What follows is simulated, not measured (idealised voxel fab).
process module | voxel local oxidation
cross-section cut | 295 nm wide | cells 5 nm
A cross-section is a grid of square cells, given in bands from the top down. A band is one or more rows of cells.
Each band's line starts with the height of the band's top and of its bottom, in nm. Then come its materials from left to right, each with its width in nm. One material with "throughout" fills the band from edge to edge. "air" is empty space.
Height 0 is the level under which the wafer as received is all one material. The lowest band goes on downwards, as in "0 down".
A width such as "30 to 40" changes by the same amount from each row of cells to the next, from the band's top row to its bottom row.
"no change" after a step means that no cell of the cross-section changed.
closed voids: empty space of 8 cells or more with no open way to the top, each as width x height at its distance from the left edge, in nm
after a step's settings: what the simulator itself notes on the step
overlay nm, on a step with a mask: how far to the right of its planned place the mask lay; to the left if negative
plan
1 op RECEIVE | material Si
2 op CONFORMAL_DEP | material SiO2 | thk nm 5
3 op CONFORMAL_DEP | material SiN | thk nm 15
4 op PATTERN | tone cover | mask id ACTIVE | material resist | width nm 115 | thk nm 15 | overlay nm 0
5 op DIRECTIONAL_ETCH | etch materials SiN | depth nm 15
6 op STRIP | etch materials resist
7 op SELECTIVE_ETCH | etch materials SiO2 | depth nm 5
8 op OXIDIZE | depth nm 15
9 op STRIP | etch materials SiN
varied across the wafers: width nm of step 4. The plan shows the first wafer's value. All wafers start alike
first wafer as received, after step 1
  0 down: Si throughout
  closed voids: none
first wafer at the end, after step 9
  5 to 0: air 95 | SiO2 105 | air 95
  0 to -15: SiO2 110 | Si 75 | SiO2 110
  -15 down: Si throughout
  closed voids: none
last wafer at the end
  5 to 0: air 85 | SiO2 130 | air 80
  0 to -15: SiO2 100 | Si 100 | SiO2 95
  -15 down: Si throughout
  closed voids: none
each wafer at the end: cells of each material gained (+) or lost (-) since it was received, then its closed voids
width nm 115 | -132 Si | +153 SiO2 | closed voids: none
width nm 120 | -129 Si | +151 SiO2 | closed voids: none
width nm 125 | -126 Si | +149 SiO2 | closed voids: none
width nm 130 | -123 Si | +147 SiO2 | closed voids: none
width nm 135 | -120 Si | +145 SiO2 | closed voids: none
width nm 140 | -117 Si | +143 SiO2 | closed voids: none
